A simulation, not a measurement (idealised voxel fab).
Documented hereafter: the process module known as voxel gate over fins.
The cross-section shown here is cut; it is 250 nm wide and divided into square cells measuring 5 nm on a side.
We lay out every cross-section as a grid of square cells and spell it out in bands from the top down, where one band means one or more rows of cells.
Heads up on the band format: heights come first, top then bottom, in nm. After that it's the materials left to right, each with its width in nm. A single material flagged "throughout" fills the whole band edge to edge, and "air" means there's empty space there.
Beneath 0, the wafer as received is one material, and that level is where height counting begins. The lowest band goes on downward without a bottom; it is written like "top 0, no bottom".
Read "30->40" as a graded width: first number on top, second number at the bottom, same change between each pair of neighbouring rows.
Any step labelled "all unchanged" changed none of the cells in the cross-section.
Empty spaces without an open route to the top, at least 8 cells in extent, make up the entry "Sealed void listing"; each is given as width x height at distance, where the distance is measured from the left edge, and all are in nm.
It should be noted that, on the line of a given step, the content following the step's settings is a remark produced by the simulator itself with respect to that step.
If you see "overlay nm" on a step's line and that step has a mask, it's telling you how far right of where it was planned the mask ended up; a negative number means it went left instead.

THE PROCESS STEPS THAT WERE PLANNED ARE LISTED BELOW
1 RECEIVE (material Si)
2 CONFORMAL_DEP (material SiN; thk nm 10)
3 DIRECTIONAL_DEP (material aC; thk nm 15)
4 PATTERN (tone cover; mask id FINS; material resist; width nm 15; pitch nm 35; thk nm 30; overlay nm 0)
5 DIRECTIONAL_ETCH (etch materials aC; depth nm 15)
6 STRIP (etch materials resist)
7 DIRECTIONAL_ETCH (etch materials SiN; depth nm 10)
8 DIRECTIONAL_ETCH (etch materials Si; depth nm 40)
9 STRIP (etch materials aC)
10 FILL_DEP (material SiO2; thk nm 15)
11 CMP (height nm 10)
12 SELECTIVE_ETCH (etch materials SiO2; depth nm 25)
13 STRIP (etch materials SiN)
14 CONFORMAL_DEP (material HfO2; thk nm 5)
15 CONFORMAL_DEP (material TiN; thk nm 5)
16 CONFORMAL_DEP (material TiAl; thk nm 5)
17 CONFORMAL_DEP (material TiN; thk nm 5)
18 FILL_DEP (material W; thk nm 15)
19 CMP (height nm 30)
20 CONFORMAL_DEP (material SiN; thk nm 5)

RECEIVED-STATE CROSS-SECTION, REFLECTING COMPLETION OF STEP 1
  top 0, no bottom  Si throughout
  Sealed void listing: none

POST-MODULE CROSS-SECTION OF THE FIRST OF TWO WAFERS (RUN PER PLAN)
  top 35, bottom 30  SiN throughout
  top 30, bottom 20  W throughout
  top 20, bottom 15  80 of W; 90 of TiN; 80 of W
  top 15, bottom 10  80 of W; 5 of TiN; 80 of TiAl; 5 of TiN; 80 of W
  top 10, bottom 5  80 of W; 5 of TiN; 5 of TiAl; 70 of TiN; 5 of TiAl; 5 of TiN; 80 of W
  top 5, bottom 0  85 of TiN; 5 of TiAl; 5 of TiN; 25 of HfO2; 10 of TiN; 25 of HfO2; 5 of TiN; 5 of TiAl; 85 of TiN
  top 0, bottom -5  90 of TiAl; 5 of TiN; 5 of HfO2; 15 of Si; 5 of HfO2; 10 of TiN; 5 of HfO2; 15 of Si; 5 of HfO2; 5 of TiN; 90 of TiAl
  top -5, bottom -10  95 of TiN; 5 of HfO2; 15 of Si; 5 of HfO2; 10 of TiN; 5 of HfO2; 15 of Si; 5 of HfO2; 95 of TiN
  top -10, bottom -15  100 of HfO2; 15 of Si; 20 of HfO2; 15 of Si; 100 of HfO2
  top -15, bottom -40  100 of SiO2; 15 of Si; 20 of SiO2; 15 of Si; 100 of SiO2
  top -40, no bottom  Si throughout
  Sealed void listing: none

THE SECOND WAFER, SHOWN IN CROSS-SECTION AFTER THE MODULE: STARTED THE SAME WAY AS THE FIRST AND GIVEN THE SAME PLAN, YET ONE MISTAKE CREPT INTO HOW IT WAS RUN
  top 35, bottom 30  SiN throughout
  top 30, bottom 15  W throughout
  top 15, bottom 5  85 of W; 80 of TiN; 85 of W
  top 5, bottom 0  85 of W; 10 of TiN; 25 of HfO2; 10 of TiN; 25 of HfO2; 10 of TiN; 85 of W
  top 0, bottom -10  95 of TiN; 5 of HfO2; 15 of Si; 5 of HfO2; 10 of TiN; 5 of HfO2; 15 of Si; 5 of HfO2; 95 of TiN
  top -10, bottom -15  100 of HfO2; 15 of Si; 20 of HfO2; 15 of Si; 100 of HfO2
  top -15, bottom -40  100 of SiO2; 15 of Si; 20 of SiO2; 15 of Si; 100 of SiO2
  top -40, no bottom  Si throughout
  Sealed void listing: none
Error vs. plan: step 16 of the plan got skipped, so it never ran
Materials where the second wafer ends with more or fewer cells than the first: -56 TiAl | +56 W
